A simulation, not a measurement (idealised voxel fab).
process module | voxel capacitor over wiring
cross-section cut | 295 nm wide | cells 5 nm
A cross-section is a grid of square cells, given in bands from the top down. A band is one or more rows of cells.
Each band's line starts with the height of the band's top and of its bottom, in nm. Then come its materials from left to right, each with its width in nm. One material with "throughout" fills the band from edge to edge. "air" is empty space.
Height 0 is the level under which the wafer as received is all one material. The lowest band goes on downwards, as in "0 down".
A width such as "30 to 40" changes by the same amount from each row of cells to the next, from the band's top row to its bottom row.
"no change" after a step means that no cell of the cross-section changed.
closed voids: empty space of 8 cells or more with no open way to the top, each as width x height at its distance from the left edge, in nm
after a step's settings: what the simulator itself notes on the step
overlay nm, on a step with a mask: how far to the right of its planned place the mask lay; to the left if negative
plan
1 op RECEIVE | material Si
2 op CONFORMAL_DEP | material SiO2 | thk nm 15
3 op DIRECTIONAL_DEP | material TiN | thk nm 5
4 op DIRECTIONAL_DEP | material W | thk nm 25
5 op MASKED_ETCH | tone cover | mask id METAL_1 | width nm 25 | pitch nm 90 | etch materials W | depth nm 25 | overlay nm 0
6 op MASKED_ETCH | tone cover | mask id METAL_1 | width nm 25 | pitch nm 90 | etch materials TiN | depth nm 5 | overlay nm 0
7 op FILL_DEP | material SiO2 | thk nm 5
8 op CMP | height nm 45
9 op CONFORMAL_DEP | material SiCN | thk nm 5
10 op DIRECTIONAL_DEP | material SiO2 | thk nm 10
11 op PATTERN | tone open | mask id PLUG_1 | material resist | width nm 15 | thk nm 15 | overlay nm 0
12 op DIRECTIONAL_ETCH | etch materials SiO2 | depth nm 10
13 op DIRECTIONAL_ETCH | etch materials SiCN | depth nm 5
14 op STRIP | etch materials resist
15 op EPI | material Ru | thk nm 10
16 op EPI | material Ru | thk nm 5
17 op DIRECTIONAL_DEP | material TiN | thk nm 5
18 op DIRECTIONAL_DEP | material Al2O3 | thk nm 5
19 op DIRECTIONAL_DEP | material TiN | thk nm 10
20 op PATTERN | tone cover | mask id UPPER_PLATE | material resist | width nm 70 | thk nm 15 | overlay nm 0
21 op DIRECTIONAL_ETCH | etch materials TiN | depth nm 10
22 op DIRECTIONAL_ETCH | etch materials Al2O3 | depth nm 5
23 op STRIP | etch materials resist
24 op MASKED_ETCH | tone cover | mask id LOWER_PLATE | width nm 80 | etch materials TiN | depth nm 5 | overlay nm 0
25 op FILL_DEP | material SiO2 | thk nm 20
26 op CMP | height nm 95
27 op PATTERN | tone open | mask id PLUG_2 | material resist | width nm 15 | thk nm 15 | overlay nm 0
28 op DIRECTIONAL_ETCH | etch materials SiO2 | depth nm 15
29 op STRIP | etch materials resist
30 op CONFORMAL_DEP | material TiN | thk nm 5
31 op FILL_DEP | material Cu | thk nm 10
32 op CMP | height nm 95
33 op CONFORMAL_DEP | material SiCN | thk nm 5
as received, after step 1
  0 down: Si throughout
  closed voids: none
a wafer at the end: this start, this plan, one mistake
  100 to 95: SiCN throughout
  95 to 80: Cu throughout
  80 to 70: Cu 100 | TiN 70 | Cu 125
  70 to 65: Cu 100 | Al2O3 70 | Cu 125
  65 to 60: Cu 95 | TiN 80 | Cu 120
  60 to 50: SiO2 100 | Ru 15 | SiO2 180
  50 to 45: SiCN 100 | Ru 15 | SiCN 180
  45 to 20: SiO2 90 | W 25 | SiO2 65 | W 25 | SiO2 90
  20 to 15: SiO2 90 | TiN 25 | SiO2 65 | TiN 25 | SiO2 90
  15 to 0: SiO2 throughout
  0 down: Si throughout
  closed voids: none
what went wrong: step 25 ran as: op FILL_DEP | material Cu | thk nm 20
